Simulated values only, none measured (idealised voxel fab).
process module | voxel ribs on slabs
cross-section cut | 155 nm wide | cells 5 nm
A cross-section is a grid of square cells, given in bands from the top down. A band is one or more rows of cells.
Each band's line starts with the height of the band's top and of its bottom, in nm. Then come its materials from left to right, each with its width in nm. One material with "throughout" fills the band from edge to edge. "air" is empty space.
Height 0 is the level under which the wafer as received is all one material. The lowest band goes on downwards, as in "0 down".
A width such as "30 to 40" changes by the same amount from each row of cells to the next, from the band's top row to its bottom row.
"no change" after a step means that no cell of the cross-section changed.
closed voids: empty space of 8 cells or more with no open way to the top, each as width x height at its distance from the left edge, in nm
after a step's settings: what the simulator itself notes on the step
overlay nm, on a step with a mask: how far to the right of its planned place the mask lay; to the left if negative
plan
1 op RECEIVE | material Si
2 op DIRECTIONAL_DEP | material SiO2 | thk nm 25
3 op DIRECTIONAL_DEP | material SiN | thk nm 25
4 op DIRECTIONAL_DEP | material aC | thk nm 10
5 op PATTERN | tone cover | mask id RIB | material resist | width nm 25 | thk nm 25 | overlay nm 0
6 op DIRECTIONAL_ETCH | etch materials aC | depth nm 10
7 op STRIP | etch materials resist
8 op DIRECTIONAL_ETCH | etch materials SiN | depth nm 5
9 op STRIP | etch materials aC
10 op PATTERN | tone cover | mask id SLAB | material resist | width nm 65 | thk nm 15 | overlay nm 0
11 op DIRECTIONAL_ETCH | etch materials SiN | depth nm 20
12 op STRIP | etch materials resist
13 op FILL_DEP | material SiO2 | thk nm 20
14 op CMP | height nm 65
15 op DIRECTIONAL_DEP | material TiN | thk nm 10
16 op DIRECTIONAL_DEP | material aC | thk nm 10
17 op PATTERN | tone cover | mask id HEATER | material resist | width nm 35 | thk nm 25 | overlay nm 0
18 op DIRECTIONAL_ETCH | etch materials aC | depth nm 10
19 op STRIP | etch materials resist
20 op DIRECTIONAL_ETCH | etch materials TiN | depth nm 10
21 op STRIP | etch materials aC
22 op CONFORMAL_DEP | material SiO2 | thk nm 5
as received, after step 1
  0 down: Si throughout
  closed voids: none
first wafer at the end, as planned
  80 to 75: air 55 | SiO2 45 | air 55
  75 to 70: air 55 | SiO2 5 | TiN 35 | SiO2 5 | air 55
  70 to 65: SiO2 60 | TiN 35 | SiO2 60
  65 to 50: SiO2 throughout
  50 to 45: SiO2 65 | SiN 25 | SiO2 65
  45 to 25: SiO2 45 | SiN 65 | SiO2 45
  25 to 0: SiO2 throughout
  0 down: Si throughout
  closed voids: none
second wafer at the end: like start, like plan, one mistake
  80 to 75: air 55 | SiO2 45 | air 55
  75 to 70: air 55 | SiO2 5 | TiN 35 | SiO2 5 | air 55
  70 to 65: SiO2 60 | TiN 35 | SiO2 60
  65 to 50: SiO2 throughout
  50 to 35: SiO2 65 | SiN 25 | SiO2 65
  35 to 25: SiO2 45 | SiN 65 | SiO2 45
  25 to 0: SiO2 throughout
  0 down: Si throughout
  closed voids: none
what went wrong: step 8 ran as: op DIRECTIONAL_ETCH | etch materials SiN | depth nm 15
at the end the second wafer has, in cells: 16 fewer of SiN | 16 more of SiO2
